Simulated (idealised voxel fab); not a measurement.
Process module name: voxel trench capacitor
It is cross-section cut that appears here, measuring 300 nm in width, its square cells being 5 nm in size.
How to read a cross-section here: the picture is a grid of square cells, written as bands going from the top down, and any band can span one or more rows of cells.
The band entry comprises the height of the band's top followed by the height of its bottom, expressed in nm, and subsequently the band's materials from left to right, each stated together with its width in nm. Where a single material is marked with the word "everywhere", that material fills the band from edge to edge. The word "empty" represents empty space.
Heads up on the height convention: 0 is the point under which the incoming wafer is all one material, and the lowest band has no bottom, it just keeps going down, like "from 0 down".
So if you see something like "30..40" for the width, read it as the top row of the band sitting at the first number and the bottom row at the second, with every row in between moving by the same amount as the last.
What does "nothing changed" mean for a step? It means no cell of the cross-section changed in that step.
Under "Enclosed void listing" you'll find the enclosed gaps, the ones with no way out to the top, that are 8 cells or bigger; each reads width x height at distance, with distance counted from the left edge, everything in nm.
What comes after the settings on a step's line is commentary from the simulator itself on that step.
For masked steps, "overlay nm" on the step line gives how far right of plan the mask actually lay; a minus sign means it lay to the left.

Process steps - plan:
1) RECEIVE: material Si
2) CONFORMAL_DEP: material SiN, thk nm 10
3) PATTERN: tone open, mask id TRENCH, material resist, width nm 30, pitch nm 60, thk nm 15, overlay nm -15
4) DIRECTIONAL_ETCH: etch materials SiN, depth nm 10
5) DIRECTIONAL_ETCH: etch materials Si, depth nm 30
6) STRIP: etch materials resist
7) CONFORMAL_DEP: material HfO2, thk nm 5
8) CONFORMAL_DEP: material TiN, thk nm 5
9) FILL_DEP: material W, thk nm 10
10) CMP: height nm 10
Wafers differ in overlay nm at step 3; plan lists the first wafer's value; identical starting state.

Incoming state of the first of several wafers in cross-section: after step 1:
  from 0 down: Si everywhere
  Enclosed void listing: none

End of module, by wafer: material-by-material cell gain (+) or loss (-) since receipt, then closed voids:
overlay nm -15; +80 HfO2; -144 Si; +72 SiN; +64 TiN; +48 W; Enclosed void listing: none
overlay nm -10; +80 HfO2; -144 Si; +72 SiN; +64 TiN; +48 W; Enclosed void listing: none
overlay nm -5; +80 HfO2; -144 Si; +72 SiN; +64 TiN; +48 W; Enclosed void listing: none
overlay nm 0; +80 HfO2; -144 Si; +72 SiN; +64 TiN; +48 W; Enclosed void listing: none
overlay nm 5; +80 HfO2; -144 Si; +72 SiN; +64 TiN; +48 W; Enclosed void listing: none
overlay nm 10; +80 HfO2; -144 Si; +72 SiN; +64 TiN; +48 W; Enclosed void listing: none
overlay nm 15; +80 HfO2; -144 Si; +72 SiN; +64 TiN; +48 W; Enclosed void listing: none
